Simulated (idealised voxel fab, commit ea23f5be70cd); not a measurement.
Title: Process Module voxel self aligned contacts
In the cross-section labelled cut, the width is 170 nm and each square cell is 5 nm.
We lay out every cross-section as a grid of square cells and spell it out in bands from the top down, where one band means one or more rows of cells.
What a band's entry tells you: where the top is and where the bottom is, as heights in nm, and after that what lies inside, material by material from left to right, each with its width in nm. Empty space is written as the word "blank", and a single material marked with the word "throughout" occupies the band from edge to edge.
For the purposes of this specification, 0 denotes the height below which the wafer in its as-received condition is composed wholly of one material, and the lowermost band, lacking a lower limit, extends downward without end, as expressed in "from 0 down".
The two numbers in a width such as "30..40" mark its ends across the band: the first belongs to the top row of cells, the second to the bottom row, and from each row to the next the width moves by the same amount.
Key: "nothing was modified" - step with no changed cell in the cross-section.
If an empty space has no open way to the top and is at least 8 cells in size, "Closed void register" lists it, written width x height at distance, where distance is measured from the left edge and every value is in nm.
That trailing text on a step's line, after the settings, is the simulator's own remark on the step.
When a step includes a mask, the "overlay nm" setting on its line states how far to the right of its planned place that mask lay, and negative values state how far to the left.
[Listed below are the process steps as planned]
1 RECEIVE, material Si
2 CONFORMAL_DEP, material SiO2, thk nm 5
3 DIRECTIONAL_DEP, material polySi, thk nm 30
4 DIRECTIONAL_DEP, material SiN, thk nm 15
5 DIRECTIONAL_DEP, material aC, thk nm 10
6 PATTERN, tone cover, mask id GATE, material resist, width nm 25, pitch nm 55, thk nm 30, overlay nm 0
7 DIRECTIONAL_ETCH, etch materials aC, depth nm 10
8 STRIP, etch materials resist
9 DIRECTIONAL_ETCH, etch materials SiN, depth nm 15
10 DIRECTIONAL_ETCH, etch materials polySi, depth nm 30
11 STRIP, etch materials aC
12 CONFORMAL_DEP, material SiN, thk nm 5
13 DIRECTIONAL_ETCH, etch materials SiN, depth nm 5
14 FILL_DEP, material SiO2, thk nm 20
15 CMP, height nm 60
16 MASKED_ETCH, tone open, mask id CONTACT, width nm 40, pitch nm 55, etch materials SiO2, depth nm 60, overlay nm 0
17 CONFORMAL_DEP, material TiN, thk nm 5
18 FILL_DEP, material W, thk nm 10
19 CMP, height nm 60
20 CONFORMAL_DEP, material SiCN, thk nm 5
[Cross-section of the incoming wafer, state after step 1]
	from 0 down  Si throughout
	Closed void register: none
[First of two wafers at the end of the module, shown in cross-section; run carried out as planned]
	from 65 to 60  SiCN throughout
	from 60 to 50  SiO2=35, then TiN=5..15, then W=30..10, then TiN=5..15, then SiO2=15, then TiN=5..15, then W=30..10, then TiN=5..15, then SiO2=40
	from 50 to 35  SiO2=10, then SiN=35, then TiN=5, then W=10, then TiN=5, then SiN=35, then TiN=5, then W=10, then TiN=5, then SiN=35, then SiO2=15
	from 35 to 5  SiO2=10, then SiN=5, then polySi=25, then SiN=5, then TiN=5, then W=10, then TiN=5, then SiN=5, then polySi=25, then SiN=5, then TiN=5, then W=10, then TiN=5, then SiN=5, then polySi=25, then SiN=5, then SiO2=15
	from 5 to 0  SiO2=45, then TiN=20, then SiO2=35, then TiN=20, then SiO2=50
	from 0 down  Si throughout
	Closed void register: none
[Wafer two, sectioned after the module: the first wafer's start, the first wafer's plan, and one mistake in how it was run]
	from 65 to 60  SiCN throughout
	from 60 to 50  SiO2=35, then TiN=5..15, then W=30..10, then TiN=5..15, then SiO2=15, then TiN=5..15, then W=30..10, then TiN=5..15, then SiO2=40
	from 50 to 35  SiO2=10, then SiN=35, then TiN=5, then W=10, then TiN=5, then SiN=35, then TiN=5, then W=10, then TiN=5, then SiN=35, then SiO2=15
	from 35 to 30  SiO2=45, then TiN=20, then SiO2=35, then TiN=20, then SiO2=50
	from 30 to 0  polySi throughout
	from 0 down  Si throughout
	Closed void register: none
It is concluded that the wafer was processed incorrectly with respect to the plan, in that ran 2 and 3 in swapped order versus the plan
Final comparison by cell count, materials where the second wafer has more or fewer than the first: SiN -36, SiO2 -30, TiN -24, W -24, polySi +114
